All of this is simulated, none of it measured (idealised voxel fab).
This is a process module. Its name is voxel gate over fins.
FYI the section here is cut, 240 nm wide, cells are 5 nm squares.
In what follows, cross-sections appear as grids of square cells, described through bands that run from the top down, where every band is one or more rows of cells. A band entry consists of two parts. The first gives the height of the band's top and the height of its bottom, in nm. The rest lists the band's materials from left to right, each with its width in nm. A single material labelled with the word "all across" fills the band from edge to edge, and the word "air" marks empty space. A quick word on heights: they are counted from 0, and under that level the wafer as it came to us is one material throughout. The lowest band is different from the rest in having no bottom; it simply continues downward, written as in "top 0, no bottom". A width such as "30->40" changes by the same amount from each row of cells to the next, from the band's top row to its bottom row. "changes: none" means the step left every cell of the cross-section as it was. Look at "Completely sealed voids" for the closed voids: empty spaces with no open path to the top, sized 8 cells or up. Each is width x height at distance, distance from the left edge, all nm. On a step's line, text after the settings is the simulator commenting on that step. If you see "overlay nm" on a step's line and that step has a mask, it's telling you how far right of where it was planned the mask ended up; a negative number means it went left instead.
The planned process steps are enumerated hereunder
1) op RECEIVE | material Si
2) op CONFORMAL_DEP | material SiN | thk nm 5
3) op DIRECTIONAL_DEP | material aC | thk nm 15
4) op PATTERN | tone cover | mask id FINS | material resist | width nm 15 | pitch nm 50 | thk nm 30 | overlay nm 0
5) op DIRECTIONAL_ETCH | etch materials aC | depth nm 15
6) op STRIP | etch materials resist
7) op DIRECTIONAL_ETCH | etch materials SiN | depth nm 5
8) op DIRECTIONAL_ETCH | etch materials Si | depth nm 35
9) op STRIP | etch materials aC
10) op OXIDIZE | depth nm 5
11) op FILL_DEP | material SiO2 | thk nm 15
12) op CMP | height nm 5
13) op DIRECTIONAL_DEP | material aC | thk nm 10
14) op PATTERN | tone open | mask id RAIL | material resist | width nm 15 | thk nm 30 | overlay nm 0
15) op DIRECTIONAL_ETCH | etch materials aC | depth nm 10
16) op STRIP | etch materials resist
17) op DIRECTIONAL_ETCH | etch materials SiO2 | depth nm 35
18) op STRIP | etch materials aC
19) op CONFORMAL_DEP | material TiN | thk nm 5
20) op FILL_DEP | material W | thk nm 5
21) op CMP | height nm 5
22) op SELECTIVE_ETCH | etch materials W Ru TiN | depth nm 25
23) op FILL_DEP | material SiO2 | thk nm 5
24) op CMP | height nm 5
25) op SELECTIVE_ETCH | etch materials SiO2 | depth nm 15
26) op STRIP | etch materials SiN
27) op CONFORMAL_DEP | material HfO2 | thk nm 5
28) op CONFORMAL_DEP | material TiN | thk nm 5
29) op CONFORMAL_DEP | material TiAl | thk nm 5
30) op CONFORMAL_DEP | material TiN | thk nm 5
31) op FILL_DEP | material W | thk nm 15
32) op CMP | height nm 30
33) op CONFORMAL_DEP | material SiN | thk nm 10
So this is the incoming wafer in cross-section - it's already been through step 1
	top 0, no bottom  Si all across
	Completely sealed voids: none
Starting structure and process plan are as shown above, but one mistake was made in running the module; the wafer cross-section at the end of the module follows
	top 40, bottom 30  SiN all across
	top 30, bottom 20  W all across
	top 20, bottom 15  W 70 nm  TiN 45 nm  W 5 nm  TiN 45 nm  W 75 nm
	top 15, bottom 10  W 70 nm  TiN 5 nm  TiAl 35 nm  TiN 5 nm  W 5 nm  TiN 5 nm  TiAl 35 nm  TiN 5 nm  W 75 nm
	top 10, bottom 5  W 70 nm  TiN 5 nm  TiAl 5 nm  TiN 25 nm  TiAl 5 nm  TiN 5 nm  W 5 nm  TiN 5 nm  TiAl 5 nm  TiN 25 nm  TiAl 5 nm  TiN 5 nm  W 75 nm
	top 5, bottom 0  W 70 nm  TiN 5 nm  TiAl 5 nm  TiN 5 nm  HfO2 15 nm  TiN 5 nm  TiAl 5 nm  TiN 5 nm  W 5 nm  TiN 5 nm  TiAl 5 nm  TiN 5 nm  HfO2 15 nm  TiN 5 nm  TiAl 5 nm  TiN 5 nm  W 75 nm
	top 0, bottom -5  TiN 75 nm  TiAl 5 nm  TiN 5 nm  HfO2 5 nm  Si 5 nm  HfO2 5 nm  TiN 5 nm  TiAl 5 nm  TiN 15 nm  TiAl 5 nm  TiN 5 nm  HfO2 5 nm  Si 5 nm  HfO2 5 nm  TiN 5 nm  TiAl 5 nm  TiN 80 nm
	top -5, bottom -10  TiAl 80 nm  TiN 5 nm  HfO2 5 nm  Si 5 nm  HfO2 5 nm  TiN 5 nm  TiAl 25 nm  TiN 5 nm  HfO2 5 nm  Si 5 nm  HfO2 5 nm  TiN 5 nm  TiAl 85 nm
	top -10, bottom -15  TiN 85 nm  HfO2 5 nm  Si 5 nm  HfO2 5 nm  TiN 35 nm  HfO2 5 nm  Si 5 nm  HfO2 5 nm  TiN 90 nm
	top -15, bottom -20  HfO2 90 nm  Si 5 nm  HfO2 45 nm  Si 5 nm  HfO2 95 nm
	top -20, bottom -25  SiO2 90 nm  Si 5 nm  SiO2 15 nm  TiN 5 nm  W 5 nm  TiN 5 nm  SiO2 15 nm  Si 5 nm  SiO2 95 nm
	top -25, bottom -30  SiO2 90 nm  Si 5 nm  SiO2 15 nm  TiN 15 nm  SiO2 15 nm  Si 5 nm  SiO2 95 nm
	top -30, bottom -40  SiO2 90 nm  Si 5 nm  SiO2 45 nm  Si 5 nm  SiO2 95 nm
	top -40, no bottom  Si all across
	Completely sealed voids: none
Where did the run depart from the plan? planned and actual differ for step 25; actual: op SELECTIVE_ETCH | etch materials SiO2 | depth nm 25
